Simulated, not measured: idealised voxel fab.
process module | voxel self aligned vias
cross-section cut | 275 nm wide | cells 5 nm
A cross-section is a grid of square cells, given in bands from the top down. A band is one or more rows of cells.
Each band's line starts with the height of the band's top and of its bottom, in nm. Then come its materials from left to right, each with its width in nm. One material with "throughout" fills the band from edge to edge. "air" is empty space.
Height 0 is the level under which the wafer as received is all one material. The lowest band goes on downwards, as in "0 down".
A width such as "30 to 40" changes by the same amount from each row of cells to the next, from the band's top row to its bottom row.
"no change" after a step means that no cell of the cross-section changed.
closed voids: empty space of 8 cells or more with no open way to the top, each as width x height at its distance from the left edge, in nm
after a step's settings: what the simulator itself notes on the step
overlay nm, on a step with a mask: how far to the right of its planned place the mask lay; to the left if negative
plan
1 op RECEIVE | material Si
2 op CONFORMAL_DEP | material SiO2 | thk nm 15
3 op CONFORMAL_DEP | material SiCN | thk nm 5
4 op DIRECTIONAL_DEP | material SiO2 | thk nm 30
5 op DIRECTIONAL_DEP | material aC | thk nm 15
6 op PATTERN | tone open | mask id LINES | material resist | width nm 20 | pitch nm 65 | thk nm 35 | overlay nm 0
7 op DIRECTIONAL_ETCH | etch materials aC | depth nm 15
8 op STRIP | etch materials resist
9 op DIRECTIONAL_ETCH | etch materials SiO2 | depth nm 30
10 op STRIP | etch materials aC
11 op CONFORMAL_DEP | material TiN | thk nm 5
12 op FILL_DEP | material W | thk nm 5
13 op CMP | height nm 50
14 op SELECTIVE_ETCH | etch materials W Ru TiN | depth nm 5
15 op FILL_DEP | material SiN | thk nm 10
16 op CMP | height nm 50
17 op DIRECTIONAL_DEP | material SiO2 | thk nm 15
18 op DIRECTIONAL_DEP | material aC | thk nm 15
19 op PATTERN | tone open | mask id VIAS | material resist | width nm 40 | pitch nm 130 | thk nm 35 | overlay nm 0
20 op DIRECTIONAL_ETCH | etch materials aC | depth nm 15
21 op STRIP | etch materials resist
22 op DIRECTIONAL_ETCH | etch materials SiO2 | depth nm 15
23 op DIRECTIONAL_ETCH | etch materials SiN | depth nm 5
24 op STRIP | etch materials aC
25 op CONFORMAL_DEP | material TiN | thk nm 5
26 op FILL_DEP | material Cu | thk nm 5
27 op CMP | height nm 65
28 op CONFORMAL_DEP | material SiCN | thk nm 5
as received, after step 1
  0 down: Si throughout
  closed voids: none
a wafer at the end: this start, this plan, one mistake
  70 to 65: SiCN throughout
  65 to 55: SiO2 50 | TiN 5 | Cu 30 | TiN 5 | SiO2 90 | TiN 5 | Cu 30 | TiN 5 | SiO2 55
  55 to 50: SiO2 50 | TiN 15 | Cu 10 | TiN 15 | SiO2 90 | TiN 15 | Cu 10 | TiN 15 | SiO2 55
  50 to 45: SiO2 60 | TiN 20 | SiO2 45 | SiN 20 | SiO2 45 | TiN 20 | SiO2 65
  45 to 40: SiO2 60 | TiN 5 | W 10 | TiN 5 | SiO2 45 | TiN 5 | W 10 | TiN 5 | SiO2 45 | TiN 5 | W 10 | TiN 5 | SiO2 65
  40 to 35: SiO2 60 | TiN 20 | SiO2 45 | TiN 20 | SiO2 45 | TiN 20 | SiO2 65
  35 to 30: SiCN throughout
  30 to 0: SiO2 throughout
  0 down: Si throughout
  closed voids: none
what went wrong: step 2 was run twice
